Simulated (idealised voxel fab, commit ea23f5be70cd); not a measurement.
process module | voxel wiring stack
cross-section cut | 225 nm wide | cells 5 nm
A cross-section is a grid of square cells, given in bands from the top down. A band is one or more rows of cells.
Each band's line starts with the height of the band's top and of its bottom, in nm. Then come its materials from left to right, each with its width in nm. One material with "throughout" fills the band from edge to edge. "air" is empty space.
Height 0 is the level under which the wafer as received is all one material. The lowest band goes on downwards, as in "0 down".
A width such as "30 to 40" changes by the same amount from each row of cells to the next, from the band's top row to its bottom row.
"no change" after a step means that no cell of the cross-section changed.
closed voids: empty space of 8 cells or more with no open way to the top, each as width x height at its distance from the left edge, in nm
after a step's settings: what the simulator itself notes on the step
overlay nm, on a step with a mask: how far to the right of its planned place the mask lay; to the left if negative
plan
1 op RECEIVE | material Si
2 op CONFORMAL_DEP | material SiO2 | thk nm 15
3 op DIRECTIONAL_DEP | material TiN | thk nm 5
4 op DIRECTIONAL_DEP | material Ru | thk nm 20
5 op MASKED_ETCH | tone cover | mask id METAL_1 | width nm 20 | pitch nm 40 | etch materials Ru | depth nm 20 | overlay nm 0
6 op MASKED_ETCH | tone cover | mask id METAL_1 | width nm 20 | pitch nm 40 | etch materials TiN | depth nm 5 | overlay nm 0
7 op FILL_DEP | material lowk | thk nm 5
8 op CMP | height nm 40
9 op CONFORMAL_DEP | material SiCN | thk nm 5
10 op DIRECTIONAL_DEP | material SiO2 | thk nm 20
11 op DIRECTIONAL_DEP | material aC | thk nm 10
12 op PATTERN | tone open | mask id PLUG_1 | material resist | width nm 15 | thk nm 25 | overlay nm 0
13 op DIRECTIONAL_ETCH | etch materials aC | depth nm 10
14 op STRIP | etch materials resist
15 op DIRECTIONAL_ETCH | etch materials SiO2 | depth nm 20
16 op DIRECTIONAL_ETCH | etch materials SiCN | depth nm 5
17 op STRIP | etch materials aC
18 op CONFORMAL_DEP | material TiN | thk nm 5
19 op FILL_DEP | material Ru | thk nm 10
20 op CMP | height nm 65
21 op CONFORMAL_DEP | material SiN | thk nm 5
22 op DIRECTIONAL_DEP | material SiO2 | thk nm 20
23 op DIRECTIONAL_DEP | material aC | thk nm 15
24 op PATTERN | tone open | mask id METAL_2 | material resist | width nm 20 | pitch nm 40 | thk nm 30 | overlay nm 0
25 op DIRECTIONAL_ETCH | etch materials aC | depth nm 15
26 op STRIP | etch materials resist
27 op DIRECTIONAL_ETCH | etch materials SiO2 | depth nm 20
28 op DIRECTIONAL_ETCH | etch materials SiN | depth nm 5
29 op STRIP | etch materials aC
30 op CONFORMAL_DEP | material TiN | thk nm 5
31 op FILL_DEP | material Cu | thk nm 5
32 op CMP | height nm 90
33 op EPI | material Ru | thk nm 5
34 op FILL_DEP | material SiCN | thk nm 5
35 op DIRECTIONAL_DEP | material SiO2 | thk nm 30
36 op MASKED_ETCH | tone open | mask id METAL_3_HOLES | width nm 15 | etch materials SiO2 | depth nm 30 | overlay nm 0
37 op MASKED_ETCH | tone open | mask id METAL_3 | width nm 20 | pitch nm 40 | etch materials SiO2 | depth nm 15 | overlay nm 0
38 op MASKED_ETCH | tone open | mask id METAL_3 | width nm 20 | pitch nm 40 | etch materials SiCN | depth nm 5 | overlay nm 0
39 op CONFORMAL_DEP | material TiN | thk nm 5
40 op FILL_DEP | material Cu | thk nm 10
41 op CMP | height nm 130
42 op CONFORMAL_DEP | material SiN | thk nm 5
as received, after step 1
  0 down: Si throughout
  closed voids: none
a wafer at the end: this start, this plan, one mistake
  135 to 130: SiN throughout
  130 to 100: SiO2 80 | TiN 5 | Cu 10 | TiN 5 | SiO2 20 | TiN 5 | Cu 10 | TiN 5 | SiO2 85
  100 to 95: SiCN 80 | TiN 20 | SiCN 20 | TiN 20 | SiCN 85
  95 to 90: SiCN 75 | Ru 30 | SiCN 10 | Ru 30 | SiCN 80
  90 to 70: SiO2 80 | TiN 5 | Cu 10 | TiN 5 | SiO2 20 | TiN 5 | Cu 10 | TiN 5 | SiO2 85
  70 to 65: SiN 80 | TiN 20 | SiN 20 | TiN 20 | SiN 85
  65 to 45: SiO2 80 | TiN 5 | Ru 5 | TiN 5 | SiO2 130
  45 to 40: SiCN 80 | TiN 15 | SiCN 130
  40 to 20: lowk 80 | Ru 20 | lowk 20 | Ru 20 | lowk 85
  20 to 15: lowk 80 | TiN 20 | lowk 20 | TiN 20 | lowk 85
  15 to 0: SiO2 throughout
  0 down: Si throughout
  closed voids: none
what went wrong: step 37 was run twice
